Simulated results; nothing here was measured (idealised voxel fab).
process module | voxel transistor to metal
cross-section cut | 200 nm wide | cells 5 nm
A cross-section is a grid of square cells, given in bands from the top down. A band is one or more rows of cells.
Each band's line starts with the height of the band's top and of its bottom, in nm. Then come its materials from left to right, each with its width in nm. One material with "throughout" fills the band from edge to edge. "air" is empty space.
Height 0 is the level under which the wafer as received is all one material. The lowest band goes on downwards, as in "0 down".
A width such as "30 to 40" changes by the same amount from each row of cells to the next, from the band's top row to its bottom row.
"no change" after a step means that no cell of the cross-section changed.
closed voids: empty space of 8 cells or more with no open way to the top, each as width x height at its distance from the left edge, in nm
after a step's settings: what the simulator itself notes on the step
overlay nm, on a step with a mask: how far to the right of its planned place the mask lay; to the left if negative
plan
1 op RECEIVE | material Si
2 op CONFORMAL_DEP | material SiO2 | thk nm 5
3 op CONFORMAL_DEP | material SiN | thk nm 10
4 op MASKED_ETCH | tone cover | mask id ACTIVE | width nm 115 | etch materials SiN | depth nm 10 | overlay nm 0
5 op MASKED_ETCH | tone cover | mask id ACTIVE | width nm 115 | etch materials SiO2 | depth nm 5 | overlay nm 0
6 op MASKED_ETCH | tone cover | mask id ACTIVE | width nm 115 | etch materials Si | depth nm 35 | overlay nm 0
7 op FILL_DEP | material SiO2 | thk nm 10
8 op CMP | height nm 15
9 op SELECTIVE_ETCH | etch materials SiO2 | depth nm 10
10 op STRIP | etch materials SiN
11 op SELECTIVE_ETCH | etch materials SiO2 | depth nm 5
12 op OXIDIZE | depth nm 5
13 op DIRECTIONAL_DEP | material polySi | thk nm 25
14 op DIRECTIONAL_DEP | material SiCN | thk nm 15
15 op PATTERN | tone cover | mask id GATE | material resist | width nm 35 | thk nm 20 | overlay nm 0
16 op DIRECTIONAL_ETCH | etch materials SiCN | depth nm 25
17 op DIRECTIONAL_ETCH | etch materials polySi | depth nm 35
18 op STRIP | etch materials resist
19 op CONFORMAL_DEP | material SiN | thk nm 5
20 op DIRECTIONAL_ETCH | etch materials SiN | depth nm 5
21 op DIRECTIONAL_ETCH | etch materials SiO2 | depth nm 5
22 op EPI | material nSi | thk nm 5
23 op FILL_DEP | material SiO2 | thk nm 5
24 op CMP | height nm 25
25 op STRIP | etch materials polySi
26 op SELECTIVE_ETCH | etch materials SiO2 | depth nm 5
27 op CONFORMAL_DEP | material HfO2 | thk nm 5
28 op CONFORMAL_DEP | material TiN | thk nm 5
29 op FILL_DEP | material W | thk nm 5
30 op CMP | height nm 20
31 op DIRECTIONAL_DEP | material SiO2 | thk nm 15
32 op DIRECTIONAL_DEP | material aC | thk nm 10
33 op PATTERN | tone open | mask id CONTACT | material resist | width nm 15 | pitch nm 90 | thk nm 25 | overlay nm 0
34 op DIRECTIONAL_ETCH | etch materials aC | depth nm 10
35 op STRIP | etch materials resist
36 op DIRECTIONAL_ETCH | etch materials SiO2 | depth nm 35
37 op STRIP | etch materials aC
38 op CONFORMAL_DEP | material TiN | thk nm 5
39 op FILL_DEP | material W | thk nm 5
40 op CMP | height nm 35
41 op CONFORMAL_DEP | material SiCN | thk nm 5
42 op DIRECTIONAL_DEP | material SiO2 | thk nm 25
43 op DIRECTIONAL_DEP | material aC | thk nm 15
44 op PATTERN | tone open | mask id METAL_1 | material resist | width nm 15 | pitch nm 90 | thk nm 30 | overlay nm 0
45 op DIRECTIONAL_ETCH | etch materials aC | depth nm 15
46 op STRIP | etch materials resist
47 op DIRECTIONAL_ETCH | etch materials SiO2 | depth nm 25
48 op DIRECTIONAL_ETCH | etch materials SiCN | depth nm 5
49 op STRIP | etch materials aC
50 op CONFORMAL_DEP | material TiN | thk nm 5
51 op FILL_DEP | material Cu | thk nm 5
52 op CMP | height nm 65
53 op CONFORMAL_DEP | material SiCN | thk nm 5
54 op DIRECTIONAL_DEP | material SiO2 | thk nm 30
55 op PATTERN | tone open | mask id METAL_2 | material resist | width nm 15 | pitch nm 90 | thk nm 20 | overlay nm 0
56 op DIRECTIONAL_ETCH | etch materials SiO2 | depth nm 20
57 op STRIP | etch materials resist
58 op MASKED_ETCH | tone open | mask id METAL_2_HOLES | width nm 15 | pitch nm 90 | etch materials SiO2 | depth nm 10 | overlay nm 0
59 op MASKED_ETCH | tone open | mask id METAL_2_HOLES | width nm 15 | pitch nm 90 | etch materials SiCN | depth nm 5 | overlay nm 0
60 op CONFORMAL_DEP | material TiN | thk nm 5
61 op FILL_DEP | material Ru | thk nm 10
62 op CMP | height nm 100
63 op CONFORMAL_DEP | material SiCN | thk nm 5
as received, after step 1
  0 down: Si throughout
  closed voids: none
first wafer at the end, as planned
  105 to 100: SiCN throughout
  100 to 70: SiO2 45 | TiN 5 | Ru 5 | TiN 5 | SiO2 75 | TiN 5 | Ru 5 | TiN 5 | SiO2 50
  70 to 65: SiCN 45 | TiN 15 | SiCN 75 | TiN 15 | SiCN 50
  65 to 40: SiO2 45 | TiN 5 | Cu 5 | TiN 5 | SiO2 75 | TiN 5 | Cu 5 | TiN 5 | SiO2 50
  40 to 35: SiCN 45 | TiN 15 | SiCN 75 | TiN 15 | SiCN 50
  35 to 20: SiO2 45 | TiN 5 | W 5 | TiN 5 | SiO2 75 | TiN 5 | W 5 | TiN 5 | SiO2 50
  20 to 5: SiO2 45 | TiN 5 | W 5 | TiN 5 | SiO2 15 | SiN 5 | HfO2 5 | TiN 5 | W 15 | TiN 5 | HfO2 5 | SiN 5 | SiO2 15 | TiN 5 | W 5 | TiN 5 | SiO2 50
  5 to 0: SiO2 45 | TiN 15 | SiO2 15 | SiN 5 | HfO2 5 | TiN 25 | HfO2 5 | SiN 5 | SiO2 15 | TiN 15 | SiO2 50
  0 to -5: SiO2 35 | nSi 40 | HfO2 45 | nSi 40 | SiO2 40
  -5 to -35: SiO2 40 | Si 115 | SiO2 45
  -35 down: Si throughout
  closed voids: none
second wafer at the end: like start, like plan, one mistake
  105 to 100: SiCN throughout
  100 to 70: SiO2 45 | TiN 5 | Ru 5 | TiN 5 | SiO2 75 | TiN 5 | Ru 5 | TiN 5 | SiO2 50
  70 to 65: SiCN 45 | TiN 15 | SiCN 75 | TiN 15 | SiCN 50
  65 to 40: SiO2 40 | TiN 5 | Cu 15 | TiN 5 | SiO2 65 | TiN 5 | Cu 15 | TiN 5 | SiO2 45
  40 to 35: SiCN 40 | TiN 25 | SiCN 65 | TiN 25 | SiCN 45
  35 to 20: SiO2 45 | TiN 5 | W 5 | TiN 5 | SiO2 75 | TiN 5 | W 5 | TiN 5 | SiO2 50
  20 to 5: SiO2 45 | TiN 5 | W 5 | TiN 5 | SiO2 15 | SiN 5 | HfO2 5 | TiN 5 | W 15 | TiN 5 | HfO2 5 | SiN 5 | SiO2 15 | TiN 5 | W 5 | TiN 5 | SiO2 50
  5 to 0: SiO2 45 | TiN 15 | SiO2 15 | SiN 5 | HfO2 5 | TiN 25 | HfO2 5 | SiN 5 | SiO2 15 | TiN 15 | SiO2 50
  0 to -5: SiO2 35 | nSi 40 | HfO2 45 | nSi 40 | SiO2 40
  -5 to -35: SiO2 40 | Si 115 | SiO2 45
  -35 down: Si throughout
  closed voids: none
what went wrong: step 44 ran as: op PATTERN | tone open | mask id METAL_1 | material resist | width nm 25 | pitch nm 90 | thk nm 30 | overlay nm 0
at the end the second wafer has, in cells: 20 more of Cu | 4 fewer of SiCN | 20 fewer of SiO2 | 4 more of TiN
